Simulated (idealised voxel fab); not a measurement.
Documented hereafter: the process module known as voxel wiring stack.
Pictured: cross-section cut, 205 nm wide, on a grid of 5 nm square cells.
Heads up, the way a cross-section reads in here is a grid of square cells, handed over as bands from the top down, with every band being one or more rows of cells. What a band's entry tells you: where the top is and where the bottom is, as heights in nm, and after that what lies inside, material by material from left to right, each with its width in nm. Empty space is written as the word "air", and a single material marked with the word "everywhere" occupies the band from edge to edge. Heights are expressed relative to 0, this being the level below which the as-received wafer comprises one material exclusively. The lowest band is unbounded in the downward direction and is denoted as in "0..down". When a width is written as two numbers, as in "30 to 40", the first number is the width in the top row of cells of the band and the second is the width in its bottom row, and the width changes by the same amount from each row to the next. Where the words "no modifications" appear for a step, the cross-section shows no cell changed by that step; every cell remained as before. Voids not open to the top, 8 cells minimum: see "Unvented internal voids". Written width x height at distance; distance is from the left edge; nm. Past the settings on a step's line: simulator remark, on that step. The setting "overlay nm" may be written on the line of a step. When the step uses a mask, the value reports how far to the right of the planned place the mask lay, and a negative value reports that it lay to the left.
PROCESS STEPS (PLANNED)
1 RECEIVE: material Si
2 CONFORMAL_DEP: material SiO2, thk nm 10
3 CONFORMAL_DEP: material SiN, thk nm 5
4 DIRECTIONAL_DEP: material SiO2, thk nm 20
5 DIRECTIONAL_DEP: material aC, thk nm 15
6 PATTERN: tone open, mask id METAL_1, material resist, width nm 25, pitch nm 50, thk nm 35, overlay nm 0
7 DIRECTIONAL_ETCH: etch materials aC, depth nm 15
8 STRIP: etch materials resist
9 DIRECTIONAL_ETCH: etch materials SiO2, depth nm 20
10 DIRECTIONAL_ETCH: etch materials SiN, depth nm 5
11 STRIP: etch materials aC
12 CONFORMAL_DEP: material TiN, thk nm 5
13 FILL_DEP: material W, thk nm 5
14 CMP: height nm 35
15 EPI: material Ru, thk nm 5
16 FILL_DEP: material SiCN, thk nm 5
17 DIRECTIONAL_DEP: material lowk, thk nm 35
18 MASKED_ETCH: tone open, mask id METAL_2_HOLES, width nm 15, pitch nm 50, etch materials lowk, depth nm 35, overlay nm 0
19 MASKED_ETCH: tone open, mask id METAL_2, width nm 25, pitch nm 50, etch materials lowk, depth nm 20, overlay nm 0
20 MASKED_ETCH: tone open, mask id METAL_2, width nm 25, pitch nm 50, etch materials SiCN, depth nm 5, overlay nm 0
21 CONFORMAL_DEP: material TiN, thk nm 5
22 FILL_DEP: material Cu, thk nm 10
23 CMP: height nm 80
24 CONFORMAL_DEP: material SiCN, thk nm 5
25 DIRECTIONAL_DEP: material SiO2, thk nm 30
26 PATTERN: tone open, mask id METAL_3_HOLES, material resist, width nm 15, pitch nm 50, thk nm 15, overlay nm 0
27 DIRECTIONAL_ETCH: etch materials SiO2, depth nm 30
28 STRIP: etch materials resist
29 DIRECTIONAL_DEP: material aC, thk nm 15
30 PATTERN: tone open, mask id METAL_3, material resist, width nm 25, pitch nm 50, thk nm 35, overlay nm 0
31 DIRECTIONAL_ETCH: etch materials aC, depth nm 15
32 STRIP: etch materials resist
33 DIRECTIONAL_ETCH: etch materials SiO2, depth nm 20
34 DIRECTIONAL_ETCH: etch materials SiCN, depth nm 5
35 STRIP: etch materials aC
36 CONFORMAL_DEP: material TiN, thk nm 5
37 FILL_DEP: material Ru, thk nm 10
38 CMP: height nm 115
39 CONFORMAL_DEP: material SiCN, thk nm 5
FIRST OUT OF TWO WAFERS; RUN WENT TO PLAN
STEP 1 COMPLETE: CROSS-SECTION OF THE WAFER AS RECEIVED
  0..down  Si everywhere
  Unvented internal voids: none
CROSS-SECTION: WAFER STATE AFTER STEP 2
  10..0  SiO2 everywhere
  Below a height of 0, the structure has not been altered.
CROSS-SECTION: WAFER STATE AFTER STEP 3
  15..10  SiN everywhere
  Below a height of 10, the structure has not been altered.
CROSS-SECTION: WAFER STATE AFTER STEP 4
  35..15  SiO2 everywhere
  Below a height of 15, the structure has not been altered.
CROSS-SECTION: WAFER STATE AFTER STEP 5
  50..35  aC everywhere
  Below a height of 35, the structure has not been altered.
CROSS-SECTION: WAFER STATE AFTER STEP 6
  85..50  40 of resist, then 25 of air, then 25 of resist, then 25 of air, then 25 of resist, then 25 of air, then 40 of resist
  Below a height of 50, the structure has not been altered.
CROSS-SECTION: WAFER STATE AFTER STEP 7
  70..50  40 of resist, then 25 of air, then 25 of resist, then 25 of air, then 25 of resist, then 25 of air, then 40 of resist
  50..35  40 of aC, then 25 of air, then 25 of aC, then 25 of air, then 25 of aC, then 25 of air, then 40 of aC
  Below a height of 35, the structure has not been altered.
CROSS-SECTION: WAFER STATE AFTER STEP 8
  50..35  40 of aC, then 25 of air, then 25 of aC, then 25 of air, then 25 of aC, then 25 of air, then 40 of aC
  Below a height of 35, the structure has not been altered.
CROSS-SECTION: WAFER STATE AFTER STEP 9
  50..35  40 of aC, then 25 of air, then 25 of aC, then 25 of air, then 25 of aC, then 25 of air, then 40 of aC
  35..15  40 of SiO2, then 25 of air, then 25 of SiO2, then 25 of air, then 25 of SiO2, then 25 of air, then 40 of SiO2
  Below a height of 15, the structure has not been altered.
CROSS-SECTION: WAFER STATE AFTER STEP 10
  50..35  40 of aC, then 25 of air, then 25 of aC, then 25 of air, then 25 of aC, then 25 of air, then 40 of aC
  35..15  40 of SiO2, then 25 of air, then 25 of SiO2, then 25 of air, then 25 of SiO2, then 25 of air, then 40 of SiO2
  15..10  40 of SiN, then 25 of air, then 25 of SiN, then 25 of air, then 25 of SiN, then 25 of air, then 40 of SiN
  Below a height of 10, the structure has not been altered.
CROSS-SECTION: WAFER STATE AFTER STEP 11
  35..15  40 of SiO2, then 25 of air, then 25 of SiO2, then 25 of air, then 25 of SiO2, then 25 of air, then 40 of SiO2
  Below a height of 15, the structure has not been altered.
CROSS-SECTION: WAFER STATE AFTER STEP 12
  40..35  45 of TiN, then 15 of air, then 35 of TiN, then 15 of air, then 35 of TiN, then 15 of air, then 45 of TiN
  35..15  40 of SiO2, then 5 of TiN, then 15 of air, then 5 of TiN, then 25 of SiO2, then 5 of TiN, then 15 of air, then 5 of TiN, then 25 of SiO2, then 5 of TiN, then 15 of air, then 5 of TiN, then 40 of SiO2
  15..10  40 of SiN, then 25 of TiN, then 25 of SiN, then 25 of TiN, then 25 of SiN, then 25 of TiN, then 40 of SiN
  Below a height of 10, the structure has not been altered.
CROSS-SECTION: WAFER STATE AFTER STEP 13
  45..40  W everywhere
  40..35  45 of TiN, then 15 of W, then 35 of TiN, then 15 of W, then 35 of TiN, then 15 of W, then 45 of TiN
  35..15  40 of SiO2, then 5 of TiN, then 15 of W, then 5 of TiN, then 25 of SiO2, then 5 of TiN, then 15 of W, then 5 of TiN, then 25 of SiO2, then 5 of TiN, then 15 of W, then 5 of TiN, then 40 of SiO2
  Below a height of 15, the structure has not been altered.
CROSS-SECTION: WAFER STATE AFTER STEP 14
  35..15  40 of SiO2, then 5 of TiN, then 15 of W, then 5 of TiN, then 25 of SiO2, then 5 of TiN, then 15 of W, then 5 of TiN, then 25 of SiO2, then 5 of TiN, then 15 of W, then 5 of TiN, then 40 of SiO2
  Below a height of 15, the structure has not been altered.
CROSS-SECTION: WAFER STATE AFTER STEP 15
  40..35  35 of air, then 35 of Ru, then 15 of air, then 35 of Ru, then 15 of air, then 35 of Ru, then 35 of air
  Below a height of 35, the structure has not been altered.
CROSS-SECTION: WAFER STATE AFTER STEP 16
  45..40  SiCN everywhere
  40..35  35 of SiCN, then 35 of Ru, then 15 of SiCN, then 35 of Ru, then 15 of SiCN, then 35 of Ru, then 35 of SiCN
  Below a height of 35, the structure has not been altered.
CROSS-SECTION: WAFER STATE AFTER STEP 17
  80..45  lowk everywhere
  Below a height of 45, the structure has not been altered.
CROSS-SECTION: WAFER STATE AFTER STEP 18
  80..45  40 of lowk, then 15 of air, then 35 of lowk, then 15 of air, then 35 of lowk, then 15 of air, then 50 of lowk
  Below a height of 45, the structure has not been altered.
CROSS-SECTION: WAFER STATE AFTER STEP 19
  80..60  40 of lowk, then 25 of air, then 25 of lowk, then 25 of air, then 25 of lowk, then 25 of air, then 40 of lowk
  Below a height of 60, the structure has not been altered.
CROSS-SECTION: WAFER STATE AFTER STEP 20
  80..60  40 of lowk, then 25 of air, then 25 of lowk, then 25 of air, then 25 of lowk, then 25 of air, then 40 of lowk
  60..45  40 of lowk, then 15 of air, then 35 of lowk, then 15 of air, then 35 of lowk, then 15 of air, then 50 of lowk
  45..40  40 of SiCN, then 15 of air, then 35 of SiCN, then 15 of air, then 35 of SiCN, then 15 of air, then 50 of SiCN
  Below a height of 40, the structure has not been altered.
CROSS-SECTION: WAFER STATE AFTER STEP 21
  85..80  45 of TiN, then 15 of air, then 35 of TiN, then 15 of air, then 35 of TiN, then 15 of air, then 45 of TiN
  80..65  40 of lowk, then 5 of TiN, then 15 of air, then 5 of TiN, then 25 of lowk, then 5 of TiN, then 15 of air, then 5 of TiN, then 25 of lowk, then 5 of TiN, then 15 of air, then 5 of TiN, then 40 of lowk
  65..60  40 of lowk, then 5 of TiN, then 5 of air, then 15 of TiN, then 25 of lowk, then 5 of TiN, then 5 of air, then 15 of TiN, then 25 of lowk, then 5 of TiN, then 5 of air, then 15 of TiN, then 40 of lowk
  60..45  40 of lowk, then 5 of TiN, then 5 of air, then 5 of TiN, then 35 of lowk, then 5 of TiN, then 5 of air, then 5 of TiN, then 35 of lowk, then 5 of TiN, then 5 of air, then 5 of TiN, then 50 of lowk
  45..40  40 of SiCN, then 15 of TiN, then 35 of SiCN, then 15 of TiN, then 35 of SiCN, then 15 of TiN, then 50 of SiCN
  Below a height of 40, the structure has not been altered.
CROSS-SECTION: WAFER STATE AFTER STEP 22
  95..85  Cu everywhere
  85..80  45 of TiN, then 15 of Cu, then 35 of TiN, then 15 of Cu, then 35 of TiN, then 15 of Cu, then 45 of TiN
  80..65  40 of lowk, then 5 of TiN, then 15 of Cu, then 5 of TiN, then 25 of lowk, then 5 of TiN, then 15 of Cu, then 5 of TiN, then 25 of lowk, then 5 of TiN, then 15 of Cu, then 5 of TiN, then 40 of lowk
  65..60  40 of lowk, then 5 of TiN, then 5 of Cu, then 15 of TiN, then 25 of lowk, then 5 of TiN, then 5 of Cu, then 15 of TiN, then 25 of lowk, then 5 of TiN, then 5 of Cu, then 15 of TiN, then 40 of lowk
  60..45  40 of lowk, then 5 of TiN, then 5 of Cu, then 5 of TiN, then 35 of lowk, then 5 of TiN, then 5 of Cu, then 5 of TiN, then 35 of lowk, then 5 of TiN, then 5 of Cu, then 5 of TiN, then 50 of lowk
  Below a height of 45, the structure has not been altered.
CROSS-SECTION: WAFER STATE AFTER STEP 23
  80..65  40 of lowk, then 5 of TiN, then 15 of Cu, then 5 of TiN, then 25 of lowk, then 5 of TiN, then 15 of Cu, then 5 of TiN, then 25 of lowk, then 5 of TiN, then 15 of Cu, then 5 of TiN, then 40 of lowk
  Below a height of 65, the structure has not been altered.
CROSS-SECTION: WAFER STATE AFTER STEP 24
  85..80  SiCN everywhere
  Below a height of 80, the structure has not been altered.
CROSS-SECTION: WAFER STATE AFTER STEP 25
  115..85  SiO2 everywhere
  Below a height of 85, the structure has not been altered.
CROSS-SECTION: WAFER STATE AFTER STEP 26
  130..115  40 of resist, then 15 of air, then 35 of resist, then 15 of air, then 35 of resist, then 15 of air, then 50 of resist
  Below a height of 115, the structure has not been altered.
CROSS-SECTION: WAFER STATE AFTER STEP 27
  130..115  40 of resist, then 15 of air, then 35 of resist, then 15 of air, then 35 of resist, then 15 of air, then 50 of resist
  115..85  40 of SiO2, then 15 of air, then 35 of SiO2, then 15 of air, then 35 of SiO2, then 15 of air, then 50 of SiO2
  Below a height of 85, the structure has not been altered.
CROSS-SECTION: WAFER STATE AFTER STEP 28
  115..85  40 of SiO2, then 15 of air, then 35 of SiO2, then 15 of air, then 35 of SiO2, then 15 of air, then 50 of SiO2
  Below a height of 85, the structure has not been altered.
CROSS-SECTION: WAFER STATE AFTER STEP 29
  130..115  40 of aC, then 15 of air, then 35 of aC, then 15 of air, then 35 of aC, then 15 of air, then 50 of aC
  115..100  40 of SiO2, then 15 of air, then 35 of SiO2, then 15 of air, then 35 of SiO2, then 15 of air, then 50 of SiO2
  100..85  40 of SiO2, then 15 of aC, then 35 of SiO2, then 15 of aC, then 35 of SiO2, then 15 of aC, then 50 of SiO2
  Below a height of 85, the structure has not been altered.
CROSS-SECTION: WAFER STATE AFTER STEP 30
  165..130  40 of resist, then 25 of air, then 25 of resist, then 25 of air, then 25 of resist, then 25 of air, then 40 of resist
  Below a height of 130, the structure has not been altered.
CROSS-SECTION: WAFER STATE AFTER STEP 31
  150..130  40 of resist, then 25 of air, then 25 of resist, then 25 of air, then 25 of resist, then 25 of air, then 40 of resist
  130..115  40 of aC, then 25 of air, then 25 of aC, then 25 of air, then 25 of aC, then 25 of air, then 40 of aC
  115..85  40 of SiO2, then 15 of air, then 35 of SiO2, then 15 of air, then 35 of SiO2, then 15 of air, then 50 of SiO2
  Below a height of 85, the structure has not been altered.
CROSS-SECTION: WAFER STATE AFTER STEP 32
  130..115  40 of aC, then 25 of air, then 25 of aC, then 25 of air, then 25 of aC, then 25 of air, then 40 of aC
  Below a height of 115, the structure has not been altered.
CROSS-SECTION: WAFER STATE AFTER STEP 33
  130..115  40 of aC, then 25 of air, then 25 of aC, then 25 of air, then 25 of aC, then 25 of air, then 40 of aC
  115..95  40 of SiO2, then 25 of air, then 25 of SiO2, then 25 of air, then 25 of SiO2, then 25 of air, then 40 of SiO2
  Below a height of 95, the structure has not been altered.
CROSS-SECTION: WAFER STATE AFTER STEP 34
  130..115  40 of aC, then 25 of air, then 25 of aC, then 25 of air, then 25 of aC, then 25 of air, then 40 of aC
  115..95  40 of SiO2, then 25 of air, then 25 of SiO2, then 25 of air, then 25 of SiO2, then 25 of air, then 40 of SiO2
  95..85  40 of SiO2, then 15 of air, then 35 of SiO2, then 15 of air, then 35 of SiO2, then 15 of air, then 50 of SiO2
  85..80  40 of SiCN, then 15 of air, then 35 of SiCN, then 15 of air, then 35 of SiCN, then 15 of air, then 50 of SiCN
  Below a height of 80, the structure has not been altered.
CROSS-SECTION: WAFER STATE AFTER STEP 35
  115..95  40 of SiO2, then 25 of air, then 25 of SiO2, then 25 of air, then 25 of SiO2, then 25 of air, then 40 of SiO2
  Below a height of 95, the structure has not been altered.
CROSS-SECTION: WAFER STATE AFTER STEP 36
  120..115  45 of TiN, then 15 of air, then 35 of TiN, then 15 of air, then 35 of TiN, then 15 of air, then 45 of TiN
  115..100  40 of SiO2, then 5 of TiN, then 15 of air, then 5 of TiN, then 25 of SiO2, then 5 of TiN, then 15 of air, then 5 of TiN, then 25 of SiO2, then 5 of TiN, then 15 of air, then 5 of TiN, then 40 of SiO2
  100..95  40 of SiO2, then 5 of TiN, then 5 of air, then 15 of TiN, then 25 of SiO2, then 5 of TiN, then 5 of air, then 15 of TiN, then 25 of SiO2, then 5 of TiN, then 5 of air, then 15 of TiN, then 40 of SiO2
  95..85  40 of SiO2, then 5 of TiN, then 5 of air, then 5 of TiN, then 35 of SiO2, then 5 of TiN, then 5 of air, then 5 of TiN, then 35 of SiO2, then 5 of TiN, then 5 of air, then 5 of TiN, then 50 of SiO2
  85..80  40 of SiCN, then 15 of TiN, then 35 of SiCN, then 15 of TiN, then 35 of SiCN, then 15 of TiN, then 50 of SiCN
  Below a height of 80, the structure has not been altered.
CROSS-SECTION: WAFER STATE AFTER STEP 37
  130..120  Ru everywhere
  120..115  45 of TiN, then 15 of Ru, then 35 of TiN, then 15 of Ru, then 35 of TiN, then 15 of Ru, then 45 of TiN
  115..100  40 of SiO2, then 5 of TiN, then 15 of Ru, then 5 of TiN, then 25 of SiO2, then 5 of TiN, then 15 of Ru, then 5 of TiN, then 25 of SiO2, then 5 of TiN, then 15 of Ru, then 5 of TiN, then 40 of SiO2
  100..95  40 of SiO2, then 5 of TiN, then 5 of Ru, then 15 of TiN, then 25 of SiO2, then 5 of TiN, then 5 of Ru, then 15 of TiN, then 25 of SiO2, then 5 of TiN, then 5 of Ru, then 15 of TiN, then 40 of SiO2
  95..85  40 of SiO2, then 5 of TiN, then 5 of Ru, then 5 of TiN, then 35 of SiO2, then 5 of TiN, then 5 of Ru, then 5 of TiN, then 35 of SiO2, then 5 of TiN, then 5 of Ru, then 5 of TiN, then 50 of SiO2
  Below a height of 85, the structure has not been altered.
CROSS-SECTION: WAFER STATE AFTER STEP 38
  115..100  40 of SiO2, then 5 of TiN, then 15 of Ru, then 5 of TiN, then 25 of SiO2, then 5 of TiN, then 15 of Ru, then 5 of TiN, then 25 of SiO2, then 5 of TiN, then 15 of Ru, then 5 of TiN, then 40 of SiO2
  Below a height of 100, the structure has not been altered.
CROSS-SECTION: WAFER STATE AFTER STEP 39
  120..115  SiCN everywhere
  Below a height of 115, the structure has not been altered.
THE SECOND WAFER: IDENTICAL TO THE FIRST AT THE OUTSET AND IN ITS PLANNED SEQUENCE, DIFFERING ONLY IN THAT ONE MISTAKE WAS MADE DURING PROCESSING; UP TO AND INCLUDING STEP 18, ITS PATH IS THE FIRST WAFER'S PATH
CROSS-SECTION, SECOND WAFER, AT THE END TIME THE PLAN GIVES FOR STEP 19
  80..45  40 of lowk, then 25 of air, then 25 of lowk, then 25 of air, then 25 of lowk, then 25 of air, then 40 of lowk
  Below a height of 45, the structure has not been altered.
CROSS-SECTION, SECOND WAFER, AT THE END TIME THE PLAN GIVES FOR STEP 20
  80..45  40 of lowk, then 25 of air, then 25 of lowk, then 25 of air, then 25 of lowk, then 25 of air, then 40 of lowk
  45..40  40 of SiCN, then 25 of air, then 25 of SiCN, then 25 of air, then 25 of SiCN, then 25 of air, then 40 of SiCN
  Below a height of 40, the structure has not been altered.
CROSS-SECTION, SECOND WAFER, AT THE END TIME THE PLAN GIVES FOR STEP 21
  85..80  45 of TiN, then 15 of air, then 35 of TiN, then 15 of air, then 35 of TiN, then 15 of air, then 45 of TiN
  80..45  40 of lowk, then 5 of TiN, then 15 of air, then 5 of TiN, then 25 of lowk, then 5 of TiN, then 15 of air, then 5 of TiN, then 25 of lowk, then 5 of TiN, then 15 of air, then 5 of TiN, then 40 of lowk
  45..40  40 of SiCN, then 25 of TiN, then 25 of SiCN, then 25 of TiN, then 25 of SiCN, then 25 of TiN, then 40 of SiCN
  Below a height of 40, the structure has not been altered.
CROSS-SECTION, SECOND WAFER, AT THE END TIME THE PLAN GIVES FOR STEP 22
  95..85  Cu everywhere
  85..80  45 of TiN, then 15 of Cu, then 35 of TiN, then 15 of Cu, then 35 of TiN, then 15 of Cu, then 45 of TiN
  80..45  40 of lowk, then 5 of TiN, then 15 of Cu, then 5 of TiN, then 25 of lowk, then 5 of TiN, then 15 of Cu, then 5 of TiN, then 25 of lowk, then 5 of TiN, then 15 of Cu, then 5 of TiN, then 40 of lowk
  Below a height of 45, the structure has not been altered.
CROSS-SECTION, SECOND WAFER, AT THE END TIME THE PLAN GIVES FOR STEP 23
  80..45  40 of lowk, then 5 of TiN, then 15 of Cu, then 5 of TiN, then 25 of lowk, then 5 of TiN, then 15 of Cu, then 5 of TiN, then 25 of lowk, then 5 of TiN, then 15 of Cu, then 5 of TiN, then 40 of lowk
  Below a height of 45, the structure has not been altered.
CROSS-SECTION, SECOND WAFER, AT THE END TIME THE PLAN GIVES FOR STEP 24
  85..80  SiCN everywhere
  Below a height of 80, the structure has not been altered.
CROSS-SECTION, SECOND WAFER, AT THE END TIME THE PLAN GIVES FOR STEP 25
  115..85  SiO2 everywhere
  Below a height of 85, the structure has not been altered.
CROSS-SECTION, SECOND WAFER, AT THE END TIME THE PLAN GIVES FOR STEP 26
  130..115  40 of resist, then 15 of air, then 35 of resist, then 15 of air, then 35 of resist, then 15 of air, then 50 of resist
  Below a height of 115, the structure has not been altered.
CROSS-SECTION, SECOND WAFER, AT THE END TIME THE PLAN GIVES FOR STEP 27
  130..115  40 of resist, then 15 of air, then 35 of resist, then 15 of air, then 35 of resist, then 15 of air, then 50 of resist
  115..85  40 of SiO2, then 15 of air, then 35 of SiO2, then 15 of air, then 35 of SiO2, then 15 of air, then 50 of SiO2
  Below a height of 85, the structure has not been altered.
CROSS-SECTION, SECOND WAFER, AT THE END TIME THE PLAN GIVES FOR STEP 28
  115..85  40 of SiO2, then 15 of air, then 35 of SiO2, then 15 of air, then 35 of SiO2, then 15 of air, then 50 of SiO2
  Below a height of 85, the structure has not been altered.
CROSS-SECTION, SECOND WAFER, AT THE END TIME THE PLAN GIVES FOR STEP 29
  130..115  40 of aC, then 15 of air, then 35 of aC, then 15 of air, then 35 of aC, then 15 of air, then 50 of aC
  115..100  40 of SiO2, then 15 of air, then 35 of SiO2, then 15 of air, then 35 of SiO2, then 15 of air, then 50 of SiO2
  100..85  40 of SiO2, then 15 of aC, then 35 of SiO2, then 15 of aC, then 35 of SiO2, then 15 of aC, then 50 of SiO2
  Below a height of 85, the structure has not been altered.
CROSS-SECTION, SECOND WAFER, AT THE END TIME THE PLAN GIVES FOR STEP 30
  165..130  40 of resist, then 25 of air, then 25 of resist, then 25 of air, then 25 of resist, then 25 of air, then 40 of resist
  Below a height of 130, the structure has not been altered.
CROSS-SECTION, SECOND WAFER, AT THE END TIME THE PLAN GIVES FOR STEP 31
  150..130  40 of resist, then 25 of air, then 25 of resist, then 25 of air, then 25 of resist, then 25 of air, then 40 of resist
  130..115  40 of aC, then 25 of air, then 25 of aC, then 25 of air, then 25 of aC, then 25 of air, then 40 of aC
  115..85  40 of SiO2, then 15 of air, then 35 of SiO2, then 15 of air, then 35 of SiO2, then 15 of air, then 50 of SiO2
  Below a height of 85, the structure has not been altered.
CROSS-SECTION, SECOND WAFER, AT THE END TIME THE PLAN GIVES FOR STEP 32
  130..115  40 of aC, then 25 of air, then 25 of aC, then 25 of air, then 25 of aC, then 25 of air, then 40 of aC
  Below a height of 115, the structure has not been altered.
CROSS-SECTION, SECOND WAFER, AT THE END TIME THE PLAN GIVES FOR STEP 33
  130..115  40 of aC, then 25 of air, then 25 of aC, then 25 of air, then 25 of aC, then 25 of air, then 40 of aC
  115..95  40 of SiO2, then 25 of air, then 25 of SiO2, then 25 of air, then 25 of SiO2, then 25 of air, then 40 of SiO2
  Below a height of 95, the structure has not been altered.
CROSS-SECTION, SECOND WAFER, AT THE END TIME THE PLAN GIVES FOR STEP 34
  130..115  40 of aC, then 25 of air, then 25 of aC, then 25 of air, then 25 of aC, then 25 of air, then 40 of aC
  115..95  40 of SiO2, then 25 of air, then 25 of SiO2, then 25 of air, then 25 of SiO2, then 25 of air, then 40 of SiO2
  95..85  40 of SiO2, then 15 of air, then 35 of SiO2, then 15 of air, then 35 of SiO2, then 15 of air, then 50 of SiO2
  85..80  40 of SiCN, then 15 of air, then 35 of SiCN, then 15 of air, then 35 of SiCN, then 15 of air, then 50 of SiCN
  Below a height of 80, the structure has not been altered.
CROSS-SECTION, SECOND WAFER, AT THE END TIME THE PLAN GIVES FOR STEP 35
  115..95  40 of SiO2, then 25 of air, then 25 of SiO2, then 25 of air, then 25 of SiO2, then 25 of air, then 40 of SiO2
  Below a height of 95, the structure has not been altered.
CROSS-SECTION, SECOND WAFER, AT THE END TIME THE PLAN GIVES FOR STEP 36
  120..115  45 of TiN, then 15 of air, then 35 of TiN, then 15 of air, then 35 of TiN, then 15 of air, then 45 of TiN
  115..100  40 of SiO2, then 5 of TiN, then 15 of air, then 5 of TiN, then 25 of SiO2, then 5 of TiN, then 15 of air, then 5 of TiN, then 25 of SiO2, then 5 of TiN, then 15 of air, then 5 of TiN, then 40 of SiO2
  100..95  40 of SiO2, then 5 of TiN, then 5 of air, then 15 of TiN, then 25 of SiO2, then 5 of TiN, then 5 of air, then 15 of TiN, then 25 of SiO2, then 5 of TiN, then 5 of air, then 15 of TiN, then 40 of SiO2
  95..85  40 of SiO2, then 5 of TiN, then 5 of air, then 5 of TiN, then 35 of SiO2, then 5 of TiN, then 5 of air, then 5 of TiN, then 35 of SiO2, then 5 of TiN, then 5 of air, then 5 of TiN, then 50 of SiO2
  85..80  40 of SiCN, then 15 of TiN, then 35 of SiCN, then 15 of TiN, then 35 of SiCN, then 15 of TiN, then 50 of SiCN
  Below a height of 80, the structure has not been altered.
CROSS-SECTION, SECOND WAFER, AT THE END TIME THE PLAN GIVES FOR STEP 37
  130..120  Ru everywhere
  120..115  45 of TiN, then 15 of Ru, then 35 of TiN, then 15 of Ru, then 35 of TiN, then 15 of Ru, then 45 of TiN
  115..100  40 of SiO2, then 5 of TiN, then 15 of Ru, then 5 of TiN, then 25 of SiO2, then 5 of TiN, then 15 of Ru, then 5 of TiN, then 25 of SiO2, then 5 of TiN, then 15 of Ru, then 5 of TiN, then 40 of SiO2
  100..95  40 of SiO2, then 5 of TiN, then 5 of Ru, then 15 of TiN, then 25 of SiO2, then 5 of TiN, then 5 of Ru, then 15 of TiN, then 25 of SiO2, then 5 of TiN, then 5 of Ru, then 15 of TiN, then 40 of SiO2
  95..85  40 of SiO2, then 5 of TiN, then 5 of Ru, then 5 of TiN, then 35 of SiO2, then 5 of TiN, then 5 of Ru, then 5 of TiN, then 35 of SiO2, then 5 of TiN, then 5 of Ru, then 5 of TiN, then 50 of SiO2
  Below a height of 85, the structure has not been altered.
CROSS-SECTION, SECOND WAFER, AT THE END TIME THE PLAN GIVES FOR STEP 38
  115..100  40 of SiO2, then 5 of TiN, then 15 of Ru, then 5 of TiN, then 25 of SiO2, then 5 of TiN, then 15 of Ru, then 5 of TiN, then 25 of SiO2, then 5 of TiN, then 15 of Ru, then 5 of TiN, then 40 of SiO2
  Below a height of 100, the structure has not been altered.
CROSS-SECTION, SECOND WAFER, AT THE END TIME THE PLAN GIVES FOR STEP 39
  120..115  SiCN everywhere
  Below a height of 115, the structure has not been altered.
What was the processing mistake? plan step 19 ran twice
End check, counted in cells, second wafer has more or fewer of these materials than the first: 24 more of Cu | 6 fewer of SiCN | 18 fewer of lowk
